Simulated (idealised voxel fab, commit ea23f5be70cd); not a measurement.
process module | voxel capacitor over wiring
cross-section cut | 245 nm wide | cells 5 nm
A cross-section is a grid of square cells, given in bands from the top down. A band is one or more rows of cells.
Each band's line starts with the height of the band's top and of its bottom, in nm. Then come its materials from left to right, each with its width in nm. One material with "throughout" fills the band from edge to edge. "air" is empty space.
Height 0 is the level under which the wafer as received is all one material. The lowest band goes on downwards, as in "0 down".
A width such as "30 to 40" changes by the same amount from each row of cells to the next, from the band's top row to its bottom row.
"no change" after a step means that no cell of the cross-section changed.
closed voids: empty space of 8 cells or more with no open way to the top, each as width x height at its distance from the left edge, in nm
after a step's settings: what the simulator itself notes on the step
overlay nm, on a step with a mask: how far to the right of its planned place the mask lay; to the left if negative
plan
1 op RECEIVE | material Si
2 op CONFORMAL_DEP | material SiO2 | thk nm 10
3 op CONFORMAL_DEP | material SiN | thk nm 5
4 op DIRECTIONAL_DEP | material SiO2 | thk nm 15
5 op DIRECTIONAL_DEP | material aC | thk nm 15
6 op PATTERN | tone open | mask id METAL_1 | material resist | width nm 25 | pitch nm 75 | thk nm 30 | overlay nm 0
7 op DIRECTIONAL_ETCH | etch materials aC | depth nm 15
8 op STRIP | etch materials resist
9 op DIRECTIONAL_ETCH | etch materials SiO2 | depth nm 15
10 op DIRECTIONAL_ETCH | etch materials SiN | depth nm 5
11 op STRIP | etch materials aC
12 op CONFORMAL_DEP | material TiN | thk nm 5
13 op FILL_DEP | material Cu | thk nm 5
14 op CMP | height nm 30
15 op CONFORMAL_DEP | material SiCN | thk nm 5
16 op DIRECTIONAL_DEP | material lowk | thk nm 15
17 op PATTERN | tone open | mask id PLUG_1 | material resist | width nm 15 | thk nm 20 | overlay nm 0
18 op DIRECTIONAL_ETCH | etch materials lowk | depth nm 15
19 op DIRECTIONAL_ETCH | etch materials SiCN | depth nm 5
20 op STRIP | etch materials resist
21 op CONFORMAL_DEP | material TiN | thk nm 5
22 op FILL_DEP | material Ru | thk nm 10
23 op CMP | height nm 50
24 op DIRECTIONAL_DEP | material TiN | thk nm 10
25 op DIRECTIONAL_DEP | material HfO2 | thk nm 5
26 op DIRECTIONAL_DEP | material TiN | thk nm 10
27 op MASKED_ETCH | tone cover | mask id UPPER_PLATE | width nm 55 | etch materials TiN | depth nm 10 | overlay nm 0
28 op MASKED_ETCH | tone cover | mask id UPPER_PLATE | width nm 55 | etch materials HfO2 | depth nm 5 | overlay nm 0
29 op PATTERN | tone cover | mask id LOWER_PLATE | material resist | width nm 65 | thk nm 20 | overlay nm 0
30 op DIRECTIONAL_ETCH | etch materials TiN | depth nm 10
31 op STRIP | etch materials resist
32 op FILL_DEP | material SiO2 | thk nm 15
33 op CMP | height nm 85
34 op DIRECTIONAL_DEP | material aC | thk nm 10
35 op PATTERN | tone open | mask id PLUG_2 | material resist | width nm 15 | thk nm 30 | overlay nm 0
36 op DIRECTIONAL_ETCH | etch materials aC | depth nm 10
37 op STRIP | etch materials resist
38 op DIRECTIONAL_ETCH | etch materials SiO2 | depth nm 10
39 op STRIP | etch materials aC
40 op CONFORMAL_DEP | material TiN | thk nm 5
41 op FILL_DEP | material Ru | thk nm 10
42 op CMP | height nm 85
43 op CONFORMAL_DEP | material SiN | thk nm 5
first wafer, as planned
as received, after step 1
  0 down: Si throughout
  closed voids: none
after step 2
  10 to 0: SiO2 throughout
  below 0: unchanged
after step 3
  15 to 10: SiN throughout
  below 10: unchanged
after step 4
  30 to 15: SiO2 throughout
  below 15: unchanged
after step 5
  45 to 30: aC throughout
  below 30: unchanged
after step 6
  75 to 45: resist 70 | air 25 | resist 50 | air 25 | resist 75
  below 45: unchanged
after step 7
  60 to 45: resist 70 | air 25 | resist 50 | air 25 | resist 75
  45 to 30: aC 70 | air 25 | aC 50 | air 25 | aC 75
  below 30: unchanged
after step 8
  45 to 30: aC 70 | air 25 | aC 50 | air 25 | aC 75
  below 30: unchanged
after step 9
  45 to 30: aC 70 | air 25 | aC 50 | air 25 | aC 75
  30 to 15: SiO2 70 | air 25 | SiO2 50 | air 25 | SiO2 75
  below 15: unchanged
after step 10
  45 to 30: aC 70 | air 25 | aC 50 | air 25 | aC 75
  30 to 15: SiO2 70 | air 25 | SiO2 50 | air 25 | SiO2 75
  15 to 10: SiN 70 | air 25 | SiN 50 | air 25 | SiN 75
  below 10: unchanged
after step 11
  30 to 15: SiO2 70 | air 25 | SiO2 50 | air 25 | SiO2 75
  below 15: unchanged
after step 12
  35 to 30: TiN 75 | air 15 | TiN 60 | air 15 | TiN 80
  30 to 15: SiO2 70 | TiN 5 | air 15 | TiN 5 | SiO2 50 | TiN 5 | air 15 | TiN 5 | SiO2 75
  15 to 10: SiN 70 | TiN 25 | SiN 50 | TiN 25 | SiN 75
  below 10: unchanged
after step 13
  40 to 35: Cu throughout
  35 to 30: TiN 75 | Cu 15 | TiN 60 | Cu 15 | TiN 80
  30 to 15: SiO2 70 | TiN 5 | Cu 15 | TiN 5 | SiO2 50 | TiN 5 | Cu 15 | TiN 5 | SiO2 75
  below 15: unchanged
after step 14
  30 to 15: SiO2 70 | TiN 5 | Cu 15 | TiN 5 | SiO2 50 | TiN 5 | Cu 15 | TiN 5 | SiO2 75
  below 15: unchanged
after step 15
  35 to 30: SiCN throughout
  below 30: unchanged
after step 16
  50 to 35: lowk throughout
  below 35: unchanged
after step 17
  70 to 50: resist 80 | air 15 | resist 150
  below 50: unchanged
after step 18
  70 to 50: resist 80 | air 15 | resist 150
  50 to 35: lowk 80 | air 15 | lowk 150
  below 35: unchanged
after step 19
  70 to 50: resist 80 | air 15 | resist 150
  50 to 35: lowk 80 | air 15 | lowk 150
  35 to 30: SiCN 80 | air 15 | SiCN 150
  below 30: unchanged
after step 20
  50 to 35: lowk 80 | air 15 | lowk 150
  below 35: unchanged
after step 21
  55 to 50: TiN 85 | air 5 | TiN 155
  50 to 35: lowk 80 | TiN 5 | air 5 | TiN 5 | lowk 150
  35 to 30: SiCN 80 | TiN 15 | SiCN 150
  below 30: unchanged
after step 22
  65 to 55: Ru throughout
  55 to 50: TiN 85 | Ru 5 | TiN 155
  50 to 35: lowk 80 | TiN 5 | Ru 5 | TiN 5 | lowk 150
  below 35: unchanged
after step 23
  50 to 35: lowk 80 | TiN 5 | Ru 5 | TiN 5 | lowk 150
  below 35: unchanged
after step 24
  60 to 50: TiN throughout
  below 50: unchanged
after step 25
  65 to 60: HfO2 throughout
  below 60: unchanged
after step 26
  75 to 65: TiN throughout
  below 65: unchanged
after step 27
  75 to 65: air 80 | TiN 55 | air 110
  below 65: unchanged
after step 28
  75 to 65: air 80 | TiN 55 | air 110
  65 to 60: air 80 | HfO2 55 | air 110
  below 60: unchanged
after step 29
  95 to 75: air 75 | resist 65 | air 105
  75 to 65: air 75 | resist 5 | TiN 55 | resist 5 | air 105
  65 to 60: air 75 | resist 5 | HfO2 55 | resist 5 | air 105
  below 60: unchanged
after step 30
  95 to 75: air 75 | resist 65 | air 105
  75 to 65: air 75 | resist 5 | TiN 55 | resist 5 | air 105
  65 to 60: air 75 | resist 5 | HfO2 55 | resist 5 | air 105
  60 to 50: air 75 | TiN 65 | air 105
  below 50: unchanged
after step 31
  75 to 65: air 80 | TiN 55 | air 110
  65 to 60: air 80 | HfO2 55 | air 110
  below 60: unchanged
after step 32
  90 to 75: SiO2 throughout
  75 to 65: SiO2 80 | TiN 55 | SiO2 110
  65 to 60: SiO2 80 | HfO2 55 | SiO2 110
  60 to 50: SiO2 75 | TiN 65 | SiO2 105
  below 50: unchanged
after step 33
  85 to 75: SiO2 throughout
  below 75: unchanged
after step 34
  95 to 85: aC throughout
  below 85: unchanged
after step 35
  125 to 95: resist 90 | air 15 | resist 140
  below 95: unchanged
after step 36
  115 to 95: resist 90 | air 15 | resist 140
  95 to 85: aC 90 | air 15 | aC 140
  below 85: unchanged
after step 37
  95 to 85: aC 90 | air 15 | aC 140
  below 85: unchanged
after step 38
  95 to 85: aC 90 | air 15 | aC 140
  85 to 75: SiO2 90 | air 15 | SiO2 140
  below 75: unchanged
after step 39
  85 to 75: SiO2 90 | air 15 | SiO2 140
  below 75: unchanged
after step 40
  90 to 85: TiN 95 | air 5 | TiN 145
  85 to 80: SiO2 90 | TiN 5 | air 5 | TiN 5 | SiO2 140
  80 to 75: SiO2 90 | TiN 15 | SiO2 140
  below 75: unchanged
after step 41
  100 to 90: Ru throughout
  90 to 85: TiN 95 | Ru 5 | TiN 145
  85 to 80: SiO2 90 | TiN 5 | Ru 5 | TiN 5 | SiO2 140
  below 80: unchanged
after step 42
  85 to 80: SiO2 90 | TiN 5 | Ru 5 | TiN 5 | SiO2 140
  below 80: unchanged
after step 43
  90 to 85: SiN throughout
  below 85: unchanged
second wafer: like start, like plan, one mistake. Through step 23 it matches the first wafer
when step 24 should have ended
  60 to 50: lowk throughout
  below 50: unchanged
when step 25 should have ended
  65 to 60: HfO2 throughout
  below 60: unchanged
when step 26 should have ended
  75 to 65: TiN throughout
  below 65: unchanged
when step 27 should have ended
  75 to 65: air 80 | TiN 55 | air 110
  below 65: unchanged
when step 28 should have ended
  75 to 65: air 80 | TiN 55 | air 110
  65 to 60: air 80 | HfO2 55 | air 110
  below 60: unchanged
when step 29 should have ended
  95 to 75: air 75 | resist 65 | air 105
  75 to 65: air 75 | resist 5 | TiN 55 | resist 5 | air 105
  65 to 60: air 75 | resist 5 | HfO2 55 | resist 5 | air 105
  below 60: unchanged
when step 30 should have ended: no change
when step 31 should have ended
  75 to 65: air 80 | TiN 55 | air 110
  65 to 60: air 80 | HfO2 55 | air 110
  below 60: unchanged
when step 32 should have ended
  90 to 75: SiO2 throughout
  75 to 65: SiO2 80 | TiN 55 | SiO2 110
  65 to 60: SiO2 80 | HfO2 55 | SiO2 110
  below 60: unchanged
when step 33 should have ended
  85 to 75: SiO2 throughout
  below 75: unchanged
when step 34 should have ended
  95 to 85: aC throughout
  below 85: unchanged
when step 35 should have ended
  125 to 95: resist 90 | air 15 | resist 140
  below 95: unchanged
when step 36 should have ended
  115 to 95: resist 90 | air 15 | resist 140
  95 to 85: aC 90 | air 15 | aC 140
  below 85: unchanged
when step 37 should have ended
  95 to 85: aC 90 | air 15 | aC 140
  below 85: unchanged
when step 38 should have ended
  95 to 85: aC 90 | air 15 | aC 140
  85 to 75: SiO2 90 | air 15 | SiO2 140
  below 75: unchanged
when step 39 should have ended
  85 to 75: SiO2 90 | air 15 | SiO2 140
  below 75: unchanged
when step 40 should have ended
  90 to 85: TiN 95 | air 5 | TiN 145
  85 to 80: SiO2 90 | TiN 5 | air 5 | TiN 5 | SiO2 140
  80 to 75: SiO2 90 | TiN 15 | SiO2 140
  below 75: unchanged
when step 41 should have ended
  100 to 90: Ru throughout
  90 to 85: TiN 95 | Ru 5 | TiN 145
  85 to 80: SiO2 90 | TiN 5 | Ru 5 | TiN 5 | SiO2 140
  below 80: unchanged
when step 42 should have ended
  85 to 80: SiO2 90 | TiN 5 | Ru 5 | TiN 5 | SiO2 140
  below 80: unchanged
when step 43 should have ended
  90 to 85: SiN throughout
  below 85: unchanged
what went wrong: step 24 ran as: op DIRECTIONAL_DEP | material lowk | thk nm 10
at the end the second wafer has, in cells: 72 fewer of SiO2 | 26 fewer of TiN | 98 more of lowk
